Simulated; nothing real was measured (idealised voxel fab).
process module | voxel transistor to metal
cross-section cut | 160 nm wide | cells 5 nm
A cross-section is a grid of square cells, given in bands from the top down. A band is one or more rows of cells.
Each band's line starts with the height of the band's top and of its bottom, in nm. Then come its materials from left to right, each with its width in nm. One material with "throughout" fills the band from edge to edge. "air" is empty space.
Height 0 is the level under which the wafer as received is all one material. The lowest band goes on downwards, as in "0 down".
A width such as "30 to 40" changes by the same amount from each row of cells to the next, from the band's top row to its bottom row.
"no change" after a step means that no cell of the cross-section changed.
closed voids: empty space of 8 cells or more with no open way to the top, each as width x height at its distance from the left edge, in nm
after a step's settings: what the simulator itself notes on the step
overlay nm, on a step with a mask: how far to the right of its planned place the mask lay; to the left if negative
Each pair below shows a cross-section before one step and the cross-section after it, down to the lowest band that changed. The line under each pair gives the step between them, with its settings. The pairs can come from different runs of this module on the same starting wafer, so a pair continues from the pair above only where its "before" says so.
before
  30 to 25: SiCN 10 | air 135 | SiCN 15
  25 to 20: SiCN throughout
  20 to 15: polySi 10 | SiCN 135 | polySi 15
  15 to 0: polySi throughout
  0 to -5: SiO2 10 | polySi 135 | SiO2 15
  -5 to -10: SiO2 throughout
  -10 to -70: SiO2 20 | Si 115 | SiO2 25
  -70 down: Si throughout
  closed voids: none
after
  40 to 35: aC 10 | air 135 | aC 15
  35 to 30: aC throughout
  30 to 25: SiCN 10 | aC 135 | SiCN 15
  below 25: unchanged
  closed voids: none
the step between: op DIRECTIONAL_DEP | material aC | thk nm 10
before: the cross-section after the pair above
after
  70 to 40: air 65 | resist 25 | air 70
  40 to 35: aC 10 | air 55 | resist 25 | air 55 | aC 15
  below 35: unchanged
  closed voids: none
the step between: op PATTERN | tone cover | mask id GATE | material resist | width nm 25 | thk nm 30 | overlay nm 0
before: the cross-section after the pair above
after
  60 to 35: air 65 | resist 25 | air 70
  35 to 30: air 65 | aC 25 | air 70
  30 to 25: SiCN 10 | air 55 | aC 25 | air 55 | SiCN 15
  below 25: unchanged
  closed voids: none
the step between: op DIRECTIONAL_ETCH | etch materials aC | depth nm 10
before: the cross-section after the pair above
after
  35 to 30: air 65 | aC 25 | air 70
  below 30: unchanged
  closed voids: none
the step between: op STRIP | etch materials resist
before: the cross-section after the pair above
after
  35 to 25: air 65 | aC 25 | air 70
  25 to 20: air 65 | SiCN 25 | air 70
  20 to 15: polySi 10 | air 55 | SiCN 25 | air 55 | polySi 15
  below 15: unchanged
  closed voids: none
the step between: op DIRECTIONAL_ETCH | etch materials SiCN | depth nm 20
before: the cross-section after the pair above
after
  35 to 25: air 65 | aC 25 | air 70
  25 to 15: air 65 | SiCN 25 | air 70
  15 to 0: air 65 | polySi 25 | air 70
  0 to -5: SiO2 10 | air 55 | polySi 25 | air 55 | SiO2 15
  below -5: unchanged
  closed voids: none
the step between: op DIRECTIONAL_ETCH | etch materials polySi | depth nm 30
before: the cross-section after the pair above
after
  25 to 15: air 65 | SiCN 25 | air 70
  below 15: unchanged
  closed voids: none
the step between: op STRIP | etch materials aC
before: the cross-section after the pair above
after
  30 to 25: air 60 | SiO2 35 | air 65
  25 to 15: air 60 | SiO2 5 | SiCN 25 | SiO2 5 | air 65
  15 to 5: air 60 | SiO2 5 | polySi 25 | SiO2 5 | air 65
  5 to 0: SiO2 15 | air 45 | SiO2 5 | polySi 25 | SiO2 5 | air 45 | SiO2 20
  0 to -5: SiO2 65 | polySi 25 | SiO2 70
  below -5: unchanged
  closed voids: none
the step between: op CONFORMAL_DEP | material SiO2 | thk nm 5
before: the cross-section after the pair above
after
  25 to 15: air 60 | SiO2 5 | SiCN 25 | SiO2 5 | air 65
  15 to 0: air 60 | SiO2 5 | polySi 25 | SiO2 5 | air 65
  0 to -5: SiO2 15 | air 45 | SiO2 5 | polySi 25 | SiO2 5 | air 45 | SiO2 20
  below -5: unchanged
  closed voids: none
the step between: op DIRECTIONAL_ETCH | etch materials SiO2 | depth nm 5
before: the cross-section after the pair above
after
  30 to 25: air 55 | SiN 45 | air 60
  25 to 15: air 55 | SiN 5 | SiO2 5 | SiCN 25 | SiO2 5 | SiN 5 | air 60
  15 to 5: air 55 | SiN 5 | SiO2 5 | polySi 25 | SiO2 5 | SiN 5 | air 60
  5 to 0: SiN 20 | air 35 | SiN 5 | SiO2 5 | polySi 25 | SiO2 5 | SiN 5 | air 35 | SiN 25
  0 to -5: SiO2 15 | SiN 45 | SiO2 5 | polySi 25 | SiO2 5 | SiN 45 | SiO2 20
  below -5: unchanged
  closed voids: none
the step between: op CONFORMAL_DEP | material SiN | thk nm 5
before: the cross-section after the pair above
after
  25 to 15: air 55 | SiN 5 | SiO2 5 | SiCN 25 | SiO2 5 | SiN 5 | air 60
  15 to 0: air 55 | SiN 5 | SiO2 5 | polySi 25 | SiO2 5 | SiN 5 | air 60
  0 to -5: SiO2 15 | SiN 5 | air 35 | SiN 5 | SiO2 5 | polySi 25 | SiO2 5 | SiN 5 | air 35 | SiN 5 | SiO2 20
  below -5: unchanged
  closed voids: none
the step between: op DIRECTIONAL_ETCH | etch materials SiN | depth nm 5
before: the cross-section after the pair above
after
  25 to 20: air 55 | SiN 5 | air 5 | SiCN 25 | air 5 | SiN 5 | air 60
  20 to 15: air 55 | SiN 5 | SiO2 5 | SiCN 25 | SiO2 5 | SiN 5 | air 60
  15 to 0: air 55 | SiN 5 | SiO2 5 | polySi 25 | SiO2 5 | SiN 5 | air 60
  0 to -5: air 15 | SiN 5 | air 35 | SiN 5 | SiO2 5 | polySi 25 | SiO2 5 | SiN 5 | air 35 | SiN 5 | air 20
  -5 to -10: SiO2 20 | air 35 | SiO2 45 | air 35 | SiO2 25
  below -10: unchanged
  closed voids: none
the step between: op DIRECTIONAL_ETCH | etch materials SiO2 | depth nm 5
before: the cross-section after the pair above
after
  25 to 20: air 55 | SiN 5 | air 5 | SiCN 25 | air 5 | SiN 5 | air 60
  20 to 15: air 55 | SiN 5 | SiO2 5 | SiCN 25 | SiO2 5 | SiN 5 | air 60
  15 to 0: air 55 | SiN 5 | SiO2 5 | polySi 25 | SiO2 5 | SiN 5 | air 60
  0 to -5: air 15 | SiN 5 | air 35 | SiN 5 | SiO2 5 | polySi 25 | SiO2 5 | SiN 5 | air 35 | SiN 5 | air 20
  -5 to -10: SiO2 20 | air 35 | SiO2 45 | air 35 | SiO2 25
  -10 to -15: SiO2 20 | air 35 | Si 45 | air 35 | SiO2 25
  below -15: unchanged
  closed voids: none
the step between: op DIRECTIONAL_ETCH | etch materials Si | depth nm 5
before: the cross-section after the pair above
after
  25 to 20: air 55 | SiN 5 | air 5 | SiCN 25 | air 5 | SiN 5 | air 60
  20 to 15: air 55 | SiN 5 | SiO2 5 | SiCN 25 | SiO2 5 | SiN 5 | air 60
  15 to 0: air 55 | SiN 5 | SiO2 5 | polySi 25 | SiO2 5 | SiN 5 | air 60
  0 to -5: air 15 | SiN 5 | air 35 | SiN 5 | SiO2 5 | polySi 25 | SiO2 5 | SiN 5 | air 35 | SiN 5 | air 20
  -5 to -10: SiO2 20 | air 30 | nSi 5 | SiO2 45 | nSi 5 | air 30 | SiO2 25
  -10 to -15: SiO2 20 | nSi 35 | Si 45 | nSi 35 | SiO2 25
  below -15: unchanged
  closed voids: none
the step between: op EPI | material nSi | thk nm 5
before: the cross-section after the pair above
after
  35 to 25: SiO2 throughout
  25 to 15: SiO2 55 | SiN 5 | SiO2 5 | SiCN 25 | SiO2 5 | SiN 5 | SiO2 60
  15 to 0: SiO2 55 | SiN 5 | SiO2 5 | polySi 25 | SiO2 5 | SiN 5 | SiO2 60
  0 to -5: SiO2 15 | SiN 5 | SiO2 35 | SiN 5 | SiO2 5 | polySi 25 | SiO2 5 | SiN 5 | SiO2 35 | SiN 5 | SiO2 20
  -5 to -10: SiO2 50 | nSi 5 | SiO2 45 | nSi 5 | SiO2 55
  below -10: unchanged
  closed voids: none
the step between: op FILL_DEP | material SiO2 | thk nm 10
before: the cross-section after the pair above
after
  25 to 15: SiO2 55 | SiN 5 | SiO2 5 | SiCN 25 | SiO2 5 | SiN 5 | SiO2 60
  below 15: unchanged
  closed voids: none
the step between: op CMP | height nm 25
before: the cross-section after the pair above
after
  40 to 25: SiO2 throughout
  below 25: unchanged
  closed voids: none
the step between: op DIRECTIONAL_DEP | material SiO2 | thk nm 15
before: the cross-section after the pair above
after
  40 to 25: SiO2 25 | air 20 | SiO2 65 | air 20 | SiO2 30
  25 to 15: SiO2 25 | air 20 | SiO2 10 | SiN 5 | SiO2 5 | SiCN 25 | SiO2 5 | SiN 5 | SiO2 10 | air 20 | SiO2 30
  15 to 0: SiO2 25 | air 20 | SiO2 10 | SiN 5 | SiO2 5 | polySi 25 | SiO2 5 | SiN 5 | SiO2 10 | air 20 | SiO2 30
  0 to -5: SiO2 15 | SiN 5 | SiO2 5 | air 20 | SiO2 10 | SiN 5 | SiO2 5 | polySi 25 | SiO2 5 | SiN 5 | SiO2 10 | air 20 | SiO2 5 | SiN 5 | SiO2 20
  -5 to -10: SiO2 25 | air 20 | SiO2 5 | nSi 5 | SiO2 45 | nSi 5 | SiO2 5 | air 20 | SiO2 30
  below -10: unchanged
  closed voids: none
the step between: op MASKED_ETCH | tone open | mask id CONTACT | width nm 20 | pitch nm 85 | etch materials SiO2 | depth nm 50 | overlay nm 0
before: the cross-section after the pair above
after
  45 to 40: TiN 30 | air 10 | TiN 75 | air 10 | TiN 35
  40 to 25: SiO2 25 | TiN 5 | air 10 | TiN 5 | SiO2 65 | TiN 5 | air 10 | TiN 5 | SiO2 30
  25 to 15: SiO2 25 | TiN 5 | air 10 | TiN 5 | SiO2 10 | SiN 5 | SiO2 5 | SiCN 25 | SiO2 5 | SiN 5 | SiO2 10 | TiN 5 | air 10 | TiN 5 | SiO2 30
  15 to 0: SiO2 25 | TiN 5 | air 10 | TiN 5 | SiO2 10 | SiN 5 | SiO2 5 | polySi 25 | SiO2 5 | SiN 5 | SiO2 10 | TiN 5 | air 10 | TiN 5 | SiO2 30
  0 to -5: SiO2 15 | SiN 5 | SiO2 5 | TiN 5 | air 10 | TiN 5 | SiO2 10 | SiN 5 | SiO2 5 | polySi 25 | SiO2 5 | SiN 5 | SiO2 10 | TiN 5 | air 10 | TiN 5 | SiO2 5 | SiN 5 | SiO2 20
  -5 to -10: SiO2 25 | TiN 20 | SiO2 5 | nSi 5 | SiO2 45 | nSi 5 | SiO2 5 | TiN 20 | SiO2 30
  below -10: unchanged
  closed voids: none
the step between: op CONFORMAL_DEP | material TiN | thk nm 5
before: the cross-section after the pair above
after
  50 to 45: Ru throughout
  45 to 40: TiN 30 | Ru 10 | TiN 75 | Ru 10 | TiN 35
  40 to 25: SiO2 25 | TiN 5 | Ru 10 | TiN 5 | SiO2 65 | TiN 5 | Ru 10 | TiN 5 | SiO2 30
  25 to 15: SiO2 25 | TiN 5 | Ru 10 | TiN 5 | SiO2 10 | SiN 5 | SiO2 5 | SiCN 25 | SiO2 5 | SiN 5 | SiO2 10 | TiN 5 | Ru 10 | TiN 5 | SiO2 30
  15 to 0: SiO2 25 | TiN 5 | Ru 10 | TiN 5 | SiO2 10 | SiN 5 | SiO2 5 | polySi 25 | SiO2 5 | SiN 5 | SiO2 10 | TiN 5 | Ru 10 | TiN 5 | SiO2 30
  0 to -5: SiO2 15 | SiN 5 | SiO2 5 | TiN 5 | Ru 10 | TiN 5 | SiO2 10 | SiN 5 | SiO2 5 | polySi 25 | SiO2 5 | SiN 5 | SiO2 10 | TiN 5 | Ru 10 | TiN 5 | SiO2 5 | SiN 5 | SiO2 20
  below -5: unchanged
  closed voids: none
the step between: op FILL_DEP | material Ru | thk nm 5
before: the cross-section after the pair above
after
  40 to 25: SiO2 25 | TiN 5 | Ru 10 | TiN 5 | SiO2 65 | TiN 5 | Ru 10 | TiN 5 | SiO2 30
  below 25: unchanged
  closed voids: none
the step between: op CMP | height nm 40
before: the cross-section after the pair above
after
  45 to 40: TiN throughout
  below 40: unchanged
  closed voids: none
the step between: op DIRECTIONAL_DEP | material TiN | thk nm 5
before: the cross-section after the pair above
after
  65 to 45: Ru throughout
  below 45: unchanged
  closed voids: none
the step between: op DIRECTIONAL_DEP | material Ru | thk nm 20
before: the cross-section after the pair above
after
  85 to 65: air 25 | resist 20 | air 65 | resist 20 | air 30
  below 65: unchanged
  closed voids: none
the step between: op PATTERN | tone cover | mask id METAL_1 | material resist | width nm 20 | pitch nm 85 | thk nm 20 | overlay nm 0
before: the cross-section after the pair above
after
  85 to 65: air 25 | resist 20 | air 65 | resist 20 | air 30
  65 to 45: air 25 | Ru 20 | air 65 | Ru 20 | air 30
  below 45: unchanged
  closed voids: none
the step between: op DIRECTIONAL_ETCH | etch materials Ru | depth nm 20
before: the cross-section after the pair above
after
  85 to 65: air 25 | resist 20 | air 65 | resist 20 | air 30
  65 to 45: air 25 | Ru 20 | air 65 | Ru 20 | air 30
  45 to 40: air 25 | TiN 20 | air 65 | TiN 20 | air 30
  below 40: unchanged
  closed voids: none
the step between: op DIRECTIONAL_ETCH | etch materials TiN | depth nm 5
before: the cross-section after the pair above
after
  65 to 45: air 25 | Ru 20 | air 65 | Ru 20 | air 30
  below 45: unchanged
  closed voids: none
the step between: op STRIP | etch materials resist
before: the cross-section after the pair above
after
  70 to 65: air 20 | SiN 30 | air 55 | SiN 30 | air 25
  65 to 45: air 20 | SiN 5 | Ru 20 | SiN 5 | air 55 | SiN 5 | Ru 20 | SiN 5 | air 25
  45 to 40: SiN 25 | TiN 20 | SiN 65 | TiN 20 | SiN 30
  below 40: unchanged
  closed voids: none
the step between: op CONFORMAL_DEP | material SiN | thk nm 5
before: the cross-section after the pair above
after
  80 to 70: SiO2 throughout
  70 to 65: SiO2 20 | SiN 30 | SiO2 55 | SiN 30 | SiO2 25
  65 to 45: SiO2 20 | SiN 5 | Ru 20 | SiN 5 | SiO2 55 | SiN 5 | Ru 20 | SiN 5 | SiO2 25
  below 45: unchanged
  closed voids: none
the step between: op FILL_DEP | material SiO2 | thk nm 10
before: the cross-section after the pair above
after
  65 to 45: SiO2 20 | SiN 5 | Ru 20 | SiN 5 | SiO2 55 | SiN 5 | Ru 20 | SiN 5 | SiO2 25
  below 45: unchanged
  closed voids: none
the step between: op CMP | height nm 65
before: the cross-section after the pair above
after
  70 to 65: SiCN throughout
  below 65: unchanged
  closed voids: none
the step between: op CONFORMAL_DEP | material SiCN | thk nm 5
before
  40 to 25: SiO2 25 | TiN 5 | Ru 10 | TiN 5 | SiO2 65 | TiN 5 | Ru 10 | TiN 5 | SiO2 30
  25 to 15: SiO2 25 | TiN 5 | Ru 10 | TiN 5 | SiO2 10 | SiN 5 | SiO2 5 | SiCN 25 | SiO2 5 | SiN 5 | SiO2 10 | TiN 5 | Ru 10 | TiN 5 | SiO2 30
  15 to 0: SiO2 25 | TiN 5 | Ru 10 | TiN 5 | SiO2 10 | SiN 5 | SiO2 5 | polySi 25 | SiO2 5 | SiN 5 | SiO2 10 | TiN 5 | Ru 10 | TiN 5 | SiO2 30
  0 to -5: SiO2 15 | SiN 5 | SiO2 5 | TiN 5 | Ru 10 | TiN 5 | SiO2 10 | SiN 5 | SiO2 5 | polySi 25 | SiO2 5 | SiN 5 | SiO2 10 | TiN 5 | Ru 10 | TiN 5 | SiO2 5 | SiN 5 | SiO2 20
  -5 to -10: SiO2 25 | TiN 20 | SiO2 5 | nSi 5 | SiO2 45 | nSi 5 | SiO2 5 | TiN 20 | SiO2 30
  -10 to -15: SiO2 20 | nSi 35 | Si 45 | nSi 35 | SiO2 25
  -15 to -40: SiO2 20 | Si 115 | SiO2 25
  -40 down: Si throughout
  closed voids: none
after
  60 to 40: Ru throughout
  below 40: unchanged
  closed voids: none
the step between: op DIRECTIONAL_DEP | material Ru | thk nm 20
before: the cross-section after the pair above
after
  65 to 60: TiN throughout
  below 60: unchanged
  closed voids: none
the step between: op DIRECTIONAL_DEP | material TiN | thk nm 5
before: the cross-section after the pair above
after
  85 to 65: air 25 | resist 20 | air 65 | resist 20 | air 30
  below 65: unchanged
  closed voids: none
the step between: op PATTERN | tone cover | mask id METAL_1 | material resist | width nm 20 | pitch nm 85 | thk nm 20 | overlay nm 0
before: the cross-section after the pair above
after
  85 to 65: air 25 | resist 20 | air 65 | resist 20 | air 30
  65 to 60: air 25 | TiN 20 | air 65 | TiN 20 | air 30
  below 60: unchanged
  closed voids: none
the step between: op DIRECTIONAL_ETCH | etch materials TiN | depth nm 5
before: the cross-section after the pair above
after
  65 to 60: air 25 | TiN 20 | air 65 | TiN 20 | air 30
  below 60: unchanged
  closed voids: none
the step between: op STRIP | etch materials resist
before: the cross-section after the pair above
after
  70 to 65: air 20 | SiN 30 | air 55 | SiN 30 | air 25
  65 to 60: SiN 25 | TiN 20 | SiN 65 | TiN 20 | SiN 30
  below 60: unchanged
  closed voids: none
the step between: op CONFORMAL_DEP | material SiN | thk nm 5
before: the cross-section after the pair above
after
  80 to 70: SiO2 throughout
  70 to 65: SiO2 20 | SiN 30 | SiO2 55 | SiN 30 | SiO2 25
  below 65: unchanged
  closed voids: none
the step between: op FILL_DEP | material SiO2 | thk nm 10
before: the cross-section after the pair above
after
  65 to 60: SiN 25 | TiN 20 | SiN 65 | TiN 20 | SiN 30
  below 60: unchanged
  closed voids: none
the step between: op CMP | height nm 65
before: the cross-section after the pair above
after
  70 to 65: SiCN throughout
  below 65: unchanged
  closed voids: none
the step between: op CONFORMAL_DEP | material SiCN | thk nm 5
before
  0 to -5: SiO2 10 | air 135 | SiO2 15
  -5 to -10: SiO2 throughout
  -10 to -40: SiO2 20 | Si 115 | SiO2 25
  -40 down: Si throughout
  closed voids: none
after
  25 to 20: polySi 10 | air 135 | polySi 15
  20 to 0: polySi throughout
  0 to -5: SiO2 10 | polySi 135 | SiO2 15
  below -5: unchanged
  closed voids: none
the step between: op DIRECTIONAL_DEP | material polySi | thk nm 25
before: the cross-section after the pair above
after
  35 to 30: SiCN 10 | air 135 | SiCN 15
  30 to 25: SiCN throughout
  25 to 20: polySi 10 | SiCN 135 | polySi 15
  below 20: unchanged
  closed voids: none
the step between: op DIRECTIONAL_DEP | material SiCN | thk nm 10
before: the cross-section after the pair above
after
  45 to 40: aC 10 | air 135 | aC 15
  40 to 35: aC throughout
  35 to 30: SiCN 10 | aC 135 | SiCN 15
  below 30: unchanged
  closed voids: none
the step between: op DIRECTIONAL_DEP | material aC | thk nm 10
before: the cross-section after the pair above
after
  75 to 45: air 65 | resist 25 | air 70
  45 to 40: aC 10 | air 55 | resist 25 | air 55 | aC 15
  below 40: unchanged
  closed voids: none
the step between: op PATTERN | tone cover | mask id GATE | material resist | width nm 25 | thk nm 30 | overlay nm 0
before: the cross-section after the pair above
after
  65 to 40: air 65 | resist 25 | air 70
  40 to 35: air 65 | aC 25 | air 70
  35 to 30: SiCN 10 | air 55 | aC 25 | air 55 | SiCN 15
  below 30: unchanged
  closed voids: none
the step between: op DIRECTIONAL_ETCH | etch materials aC | depth nm 10
before: the cross-section after the pair above
after
  40 to 35: air 65 | aC 25 | air 70
  below 35: unchanged
  closed voids: none
the step between: op STRIP | etch materials resist
before: the cross-section after the pair above
after
  40 to 30: air 65 | aC 25 | air 70
  30 to 25: air 65 | SiCN 25 | air 70
  25 to 20: polySi 10 | air 55 | SiCN 25 | air 55 | polySi 15
  below 20: unchanged
  closed voids: none
the step between: op DIRECTIONAL_ETCH | etch materials SiCN | depth nm 20
before: the cross-section after the pair above
after
  40 to 30: air 65 | aC 25 | air 70
  30 to 20: air 65 | SiCN 25 | air 70
  20 to 0: air 65 | polySi 25 | air 70
  0 to -5: SiO2 10 | air 55 | polySi 25 | air 55 | SiO2 15
  below -5: unchanged
  closed voids: none
the step between: op DIRECTIONAL_ETCH | etch materials polySi | depth nm 30
before: the cross-section after the pair above
after
  30 to 20: air 65 | SiCN 25 | air 70
  below 20: unchanged
  closed voids: none
the step between: op STRIP | etch materials aC
before: the cross-section after the pair above
after
  35 to 30: air 60 | SiO2 35 | air 65
  30 to 20: air 60 | SiO2 5 | SiCN 25 | SiO2 5 | air 65
  20 to 5: air 60 | SiO2 5 | polySi 25 | SiO2 5 | air 65
  5 to 0: SiO2 15 | air 45 | SiO2 5 | polySi 25 | SiO2 5 | air 45 | SiO2 20
  0 to -5: SiO2 65 | polySi 25 | SiO2 70
  below -5: unchanged
  closed voids: none
the step between: op CONFORMAL_DEP | material SiO2 | thk nm 5
before: the cross-section after the pair above
after
  30 to 20: air 60 | SiO2 5 | SiCN 25 | SiO2 5 | air 65
  20 to 0: air 60 | SiO2 5 | polySi 25 | SiO2 5 | air 65
  0 to -5: SiO2 15 | air 45 | SiO2 5 | polySi 25 | SiO2 5 | air 45 | SiO2 20
  below -5: unchanged
  closed voids: none
the step between: op DIRECTIONAL_ETCH | etch materials SiO2 | depth nm 5
before: the cross-section after the pair above
after
  35 to 30: air 55 | SiN 45 | air 60
  30 to 20: air 55 | SiN 5 | SiO2 5 | SiCN 25 | SiO2 5 | SiN 5 | air 60
  20 to 5: air 55 | SiN 5 | SiO2 5 | polySi 25 | SiO2 5 | SiN 5 | air 60
  5 to 0: SiN 20 | air 35 | SiN 5 | SiO2 5 | polySi 25 | SiO2 5 | SiN 5 | air 35 | SiN 25
  0 to -5: SiO2 15 | SiN 45 | SiO2 5 | polySi 25 | SiO2 5 | SiN 45 | SiO2 20
  below -5: unchanged
  closed voids: none
the step between: op CONFORMAL_DEP | material SiN | thk nm 5
before: the cross-section after the pair above
after
  30 to 20: air 55 | SiN 5 | SiO2 5 | SiCN 25 | SiO2 5 | SiN 5 | air 60
  20 to 0: air 55 | SiN 5 | SiO2 5 | polySi 25 | SiO2 5 | SiN 5 | air 60
  0 to -5: SiO2 15 | SiN 5 | air 35 | SiN 5 | SiO2 5 | polySi 25 | SiO2 5 | SiN 5 | air 35 | SiN 5 | SiO2 20
  below -5: unchanged
  closed voids: none
the step between: op DIRECTIONAL_ETCH | etch materials SiN | depth nm 5
before: the cross-section after the pair above
after
  30 to 25: air 55 | SiN 5 | air 5 | SiCN 25 | air 5 | SiN 5 | air 60
  25 to 20: air 55 | SiN 5 | SiO2 5 | SiCN 25 | SiO2 5 | SiN 5 | air 60
  20 to 0: air 55 | SiN 5 | SiO2 5 | polySi 25 | SiO2 5 | SiN 5 | air 60
  0 to -5: air 15 | SiN 5 | air 35 | SiN 5 | SiO2 5 | polySi 25 | SiO2 5 | SiN 5 | air 35 | SiN 5 | air 20
  -5 to -10: SiO2 20 | air 35 | SiO2 45 | air 35 | SiO2 25
  below -10: unchanged
  closed voids: none
the step between: op DIRECTIONAL_ETCH | etch materials SiO2 | depth nm 5
before: the cross-section after the pair above
after
  30 to 25: air 55 | SiN 5 | air 5 | SiCN 25 | air 5 | SiN 5 | air 60
  25 to 20: air 55 | SiN 5 | SiO2 5 | SiCN 25 | SiO2 5 | SiN 5 | air 60
  20 to 0: air 55 | SiN 5 | SiO2 5 | polySi 25 | SiO2 5 | SiN 5 | air 60
  0 to -5: air 15 | SiN 5 | air 35 | SiN 5 | SiO2 5 | polySi 25 | SiO2 5 | SiN 5 | air 35 | SiN 5 | air 20
  -5 to -10: SiO2 20 | air 35 | SiO2 45 | air 35 | SiO2 25
  -10 to -15: SiO2 20 | air 35 | Si 45 | air 35 | SiO2 25
  below -15: unchanged
  closed voids: none
the step between: op DIRECTIONAL_ETCH | etch materials Si | depth nm 5
before: the cross-section after the pair above
after
  30 to 25: air 55 | SiN 5 | air 5 | SiCN 25 | air 5 | SiN 5 | air 60
  25 to 20: air 55 | SiN 5 | SiO2 5 | SiCN 25 | SiO2 5 | SiN 5 | air 60
  20 to 0: air 55 | SiN 5 | SiO2 5 | polySi 25 | SiO2 5 | SiN 5 | air 60
  0 to -5: air 15 | SiN 5 | air 35 | SiN 5 | SiO2 5 | polySi 25 | SiO2 5 | SiN 5 | air 35 | SiN 5 | air 20
  -5 to -10: SiO2 20 | air 30 | nSi 5 | SiO2 45 | nSi 5 | air 30 | SiO2 25
  -10 to -15: SiO2 20 | nSi 35 | Si 45 | nSi 35 | SiO2 25
  below -15: unchanged
  closed voids: none
the step between: op EPI | material nSi | thk nm 5
before: the cross-section after the pair above
after
  40 to 30: SiO2 throughout
  30 to 20: SiO2 55 | SiN 5 | SiO2 5 | SiCN 25 | SiO2 5 | SiN 5 | SiO2 60
  20 to 0: SiO2 55 | SiN 5 | SiO2 5 | polySi 25 | SiO2 5 | SiN 5 | SiO2 60
  0 to -5: SiO2 15 | SiN 5 | SiO2 35 | SiN 5 | SiO2 5 | polySi 25 | SiO2 5 | SiN 5 | SiO2 35 | SiN 5 | SiO2 20
  -5 to -10: SiO2 50 | nSi 5 | SiO2 45 | nSi 5 | SiO2 55
  below -10: unchanged
  closed voids: none
the step between: op FILL_DEP | material SiO2 | thk nm 10
before: the cross-section after the pair above
after
  25 to 20: SiO2 55 | SiN 5 | SiO2 5 | SiCN 25 | SiO2 5 | SiN 5 | SiO2 60
  below 20: unchanged
  closed voids: none
the step between: op CMP | height nm 25
before: the cross-section after the pair above
after
  40 to 25: SiO2 throughout
  below 25: unchanged
  closed voids: none
the step between: op DIRECTIONAL_DEP | material SiO2 | thk nm 15
before: the cross-section after the pair above
after
  40 to 25: SiO2 25 | air 20 | SiO2 65 | air 20 | SiO2 30
  25 to 20: SiO2 25 | air 20 | SiO2 10 | SiN 5 | SiO2 5 | SiCN 25 | SiO2 5 | SiN 5 | SiO2 10 | air 20 | SiO2 30
  20 to 0: SiO2 25 | air 20 | SiO2 10 | SiN 5 | SiO2 5 | polySi 25 | SiO2 5 | SiN 5 | SiO2 10 | air 20 | SiO2 30
  0 to -5: SiO2 15 | SiN 5 | SiO2 5 | air 20 | SiO2 10 | SiN 5 | SiO2 5 | polySi 25 | SiO2 5 | SiN 5 | SiO2 10 | air 20 | SiO2 5 | SiN 5 | SiO2 20
  -5 to -10: SiO2 25 | air 20 | SiO2 5 | nSi 5 | SiO2 45 | nSi 5 | SiO2 5 | air 20 | SiO2 30
  below -10: unchanged
  closed voids: none
the step between: op MASKED_ETCH | tone open | mask id CONTACT | width nm 20 | pitch nm 85 | etch materials SiO2 | depth nm 50 | overlay nm 0
before: the cross-section after the pair above
after
  45 to 40: TiN 30 | air 10 | TiN 75 | air 10 | TiN 35
  40 to 25: SiO2 25 | TiN 5 | air 10 | TiN 5 | SiO2 65 | TiN 5 | air 10 | TiN 5 | SiO2 30
  25 to 20: SiO2 25 | TiN 5 | air 10 | TiN 5 | SiO2 10 | SiN 5 | SiO2 5 | SiCN 25 | SiO2 5 | SiN 5 | SiO2 10 | TiN 5 | air 10 | TiN 5 | SiO2 30
  20 to 0: SiO2 25 | TiN 5 | air 10 | TiN 5 | SiO2 10 | SiN 5 | SiO2 5 | polySi 25 | SiO2 5 | SiN 5 | SiO2 10 | TiN 5 | air 10 | TiN 5 | SiO2 30
  0 to -5: SiO2 15 | SiN 5 | SiO2 5 | TiN 5 | air 10 | TiN 5 | SiO2 10 | SiN 5 | SiO2 5 | polySi 25 | SiO2 5 | SiN 5 | SiO2 10 | TiN 5 | air 10 | TiN 5 | SiO2 5 | SiN 5 | SiO2 20
  -5 to -10: SiO2 25 | TiN 20 | SiO2 5 | nSi 5 | SiO2 45 | nSi 5 | SiO2 5 | TiN 20 | SiO2 30
  below -10: unchanged
  closed voids: none
the step between: op CONFORMAL_DEP | material TiN | thk nm 5
before: the cross-section after the pair above
after
  50 to 45: Ru throughout
  45 to 40: TiN 30 | Ru 10 | TiN 75 | Ru 10 | TiN 35
  40 to 25: SiO2 25 | TiN 5 | Ru 10 | TiN 5 | SiO2 65 | TiN 5 | Ru 10 | TiN 5 | SiO2 30
  25 to 20: SiO2 25 | TiN 5 | Ru 10 | TiN 5 | SiO2 10 | SiN 5 | SiO2 5 | SiCN 25 | SiO2 5 | SiN 5 | SiO2 10 | TiN 5 | Ru 10 | TiN 5 | SiO2 30
  20 to 0: SiO2 25 | TiN 5 | Ru 10 | TiN 5 | SiO2 10 | SiN 5 | SiO2 5 | polySi 25 | SiO2 5 | SiN 5 | SiO2 10 | TiN 5 | Ru 10 | TiN 5 | SiO2 30
  0 to -5: SiO2 15 | SiN 5 | SiO2 5 | TiN 5 | Ru 10 | TiN 5 | SiO2 10 | SiN 5 | SiO2 5 | polySi 25 | SiO2 5 | SiN 5 | SiO2 10 | TiN 5 | Ru 10 | TiN 5 | SiO2 5 | SiN 5 | SiO2 20
  below -5: unchanged
  closed voids: none
the step between: op FILL_DEP | material Ru | thk nm 5
before: the cross-section after the pair above
after
  40 to 25: SiO2 25 | TiN 5 | Ru 10 | TiN 5 | SiO2 65 | TiN 5 | Ru 10 | TiN 5 | SiO2 30
  below 25: unchanged
  closed voids: none
the step between: op CMP | height nm 40
before: the cross-section after the pair above
after
  45 to 40: TiN throughout
  below 40: unchanged
  closed voids: none
the step between: op DIRECTIONAL_DEP | material TiN | thk nm 5
before: the cross-section after the pair above
after
  65 to 45: Ru throughout
  below 45: unchanged
  closed voids: none
the step between: op DIRECTIONAL_DEP | material Ru | thk nm 20
before: the cross-section after the pair above
after
  85 to 65: air 25 | resist 20 | air 65 | resist 20 | air 30
  below 65: unchanged
  closed voids: none
the step between: op PATTERN | tone cover | mask id METAL_1 | material resist | width nm 20 | pitch nm 85 | thk nm 20 | overlay nm 0
before: the cross-section after the pair above
after
  85 to 65: air 25 | resist 20 | air 65 | resist 20 | air 30
  65 to 45: air 25 | Ru 20 | air 65 | Ru 20 | air 30
  below 45: unchanged
  closed voids: none
the step between: op DIRECTIONAL_ETCH | etch materials Ru | depth nm 20
before: the cross-section after the pair above
after
  85 to 65: air 25 | resist 20 | air 65 | resist 20 | air 30
  65 to 45: air 25 | Ru 20 | air 65 | Ru 20 | air 30
  45 to 40: air 25 | TiN 20 | air 65 | TiN 20 | air 30
  below 40: unchanged
  closed voids: none
the step between: op DIRECTIONAL_ETCH | etch materials TiN | depth nm 5
before: the cross-section after the pair above
after
  65 to 45: air 25 | Ru 20 | air 65 | Ru 20 | air 30
  below 45: unchanged
  closed voids: none
the step between: op STRIP | etch materials resist
